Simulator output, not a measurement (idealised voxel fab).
process module | voxel ribs on slabs
cross-section cut | 190 nm wide | cells 5 nm
A cross-section is a grid of square cells, given in bands from the top down. A band is one or more rows of cells.
Each band's line starts with the height of the band's top and of its bottom, in nm. Then come its materials from left to right, each with its width in nm. One material with "throughout" fills the band from edge to edge. "air" is empty space.
Height 0 is the level under which the wafer as received is all one material. The lowest band goes on downwards, as in "0 down".
A width such as "30 to 40" changes by the same amount from each row of cells to the next, from the band's top row to its bottom row.
"no change" after a step means that no cell of the cross-section changed.
closed voids: empty space of 8 cells or more with no open way to the top, each as width x height at its distance from the left edge, in nm
after a step's settings: what the simulator itself notes on the step
overlay nm, on a step with a mask: how far to the right of its planned place the mask lay; to the left if negative
plan
1 op RECEIVE | material Si
2 op DIRECTIONAL_DEP | material SiO2 | thk nm 30
3 op DIRECTIONAL_DEP | material polySi | thk nm 20
4 op DIRECTIONAL_DEP | material aC | thk nm 10
5 op PATTERN | tone cover | mask id RIB | material resist | width nm 30 | thk nm 30 | overlay nm 0
6 op DIRECTIONAL_ETCH | etch materials aC | depth nm 10
7 op STRIP | etch materials resist
8 op DIRECTIONAL_ETCH | etch materials polySi | depth nm 5
9 op STRIP | etch materials aC
10 op DIRECTIONAL_DEP | material aC | thk nm 10
11 op PATTERN | tone cover | mask id SLAB | material resist | width nm 80 | thk nm 25 | overlay nm 0
12 op DIRECTIONAL_ETCH | etch materials aC | depth nm 10
13 op STRIP | etch materials resist
14 op DIRECTIONAL_ETCH | etch materials polySi | depth nm 15
15 op STRIP | etch materials aC
16 op FILL_DEP | material SiO2 | thk nm 30
17 op CMP | height nm 70
18 op DIRECTIONAL_DEP | material TiN | thk nm 5
19 op PATTERN | tone cover | mask id HEATER | material resist | width nm 40 | thk nm 20 | overlay nm 0
20 op DIRECTIONAL_ETCH | etch materials TiN | depth nm 5
21 op STRIP | etch materials resist
22 op CONFORMAL_DEP | material SiO2 | thk nm 10
first wafer, as planned
as received, after step 1
  0 down: Si throughout
  closed voids: none
after step 2
  30 to 0: SiO2 throughout
  below 0: unchanged
after step 3
  50 to 30: polySi throughout
  below 30: unchanged
after step 4
  60 to 50: aC throughout
  below 50: unchanged
after step 5
  90 to 60: air 80 | resist 30 | air 80
  below 60: unchanged
after step 6
  80 to 60: air 80 | resist 30 | air 80
  60 to 50: air 80 | aC 30 | air 80
  below 50: unchanged
after step 7
  60 to 50: air 80 | aC 30 | air 80
  below 50: unchanged
after step 8
  60 to 50: air 80 | aC 30 | air 80
  50 to 45: air 80 | polySi 30 | air 80
  below 45: unchanged
after step 9
  50 to 45: air 80 | polySi 30 | air 80
  below 45: unchanged
after step 10
  60 to 55: air 80 | aC 30 | air 80
  55 to 50: aC throughout
  50 to 45: aC 80 | polySi 30 | aC 80
  below 45: unchanged
after step 11
  85 to 60: air 55 | resist 80 | air 55
  60 to 55: air 55 | resist 25 | aC 30 | resist 25 | air 55
  below 55: unchanged
after step 12
  75 to 60: air 55 | resist 80 | air 55
  60 to 55: air 55 | resist 25 | aC 30 | resist 25 | air 55
  55 to 50: air 55 | aC 80 | air 55
  50 to 45: air 55 | aC 25 | polySi 30 | aC 25 | air 55
  below 45: unchanged
after step 13
  60 to 50: air 80 to 55 | aC 30 to 80 | air 80 to 55
  below 50: unchanged
after step 14
  60 to 50: air 80 to 55 | aC 30 to 80 | air 80 to 55
  50 to 45: air 55 | aC 25 | polySi 30 | aC 25 | air 55
  45 to 30: air 55 | polySi 80 | air 55
  below 30: unchanged
after step 15
  50 to 45: air 80 | polySi 30 | air 80
  below 45: unchanged
after step 16
  80 to 50: SiO2 throughout
  50 to 45: SiO2 80 | polySi 30 | SiO2 80
  45 to 30: SiO2 55 | polySi 80 | SiO2 55
  below 30: unchanged
after step 17
  70 to 50: SiO2 throughout
  below 50: unchanged
after step 18
  75 to 70: TiN throughout
  below 70: unchanged
after step 19
  95 to 75: air 75 | resist 40 | air 75
  below 75: unchanged
after step 20
  95 to 75: air 75 | resist 40 | air 75
  75 to 70: air 75 | TiN 40 | air 75
  below 70: unchanged
after step 21
  75 to 70: air 75 | TiN 40 | air 75
  below 70: unchanged
after step 22
  85 to 80: air 65 | SiO2 60 | air 65
  80 to 75: SiO2 throughout
  75 to 70: SiO2 75 | TiN 40 | SiO2 75
  below 70: unchanged
second wafer: like start, like plan, one mistake. Through step 17 it matches the first wafer
when step 18 should have ended
  85 to 70: TiN throughout
  below 70: unchanged
when step 19 should have ended
  105 to 85: air 75 | resist 40 | air 75
  below 85: unchanged
when step 20 should have ended
  105 to 85: air 75 | resist 40 | air 75
  85 to 80: air 75 | TiN 40 | air 75
  below 80: unchanged
when step 21 should have ended
  85 to 80: air 75 | TiN 40 | air 75
  below 80: unchanged
when step 22 should have ended
  95 to 90: air 65 | SiO2 60 | air 65
  90 to 85: SiO2 throughout
  85 to 80: SiO2 75 | TiN 40 | SiO2 75
  below 80: unchanged
what went wrong: step 18 ran as: op DIRECTIONAL_DEP | material TiN | thk nm 15
at the end the second wafer has, in cells: 76 more of TiN
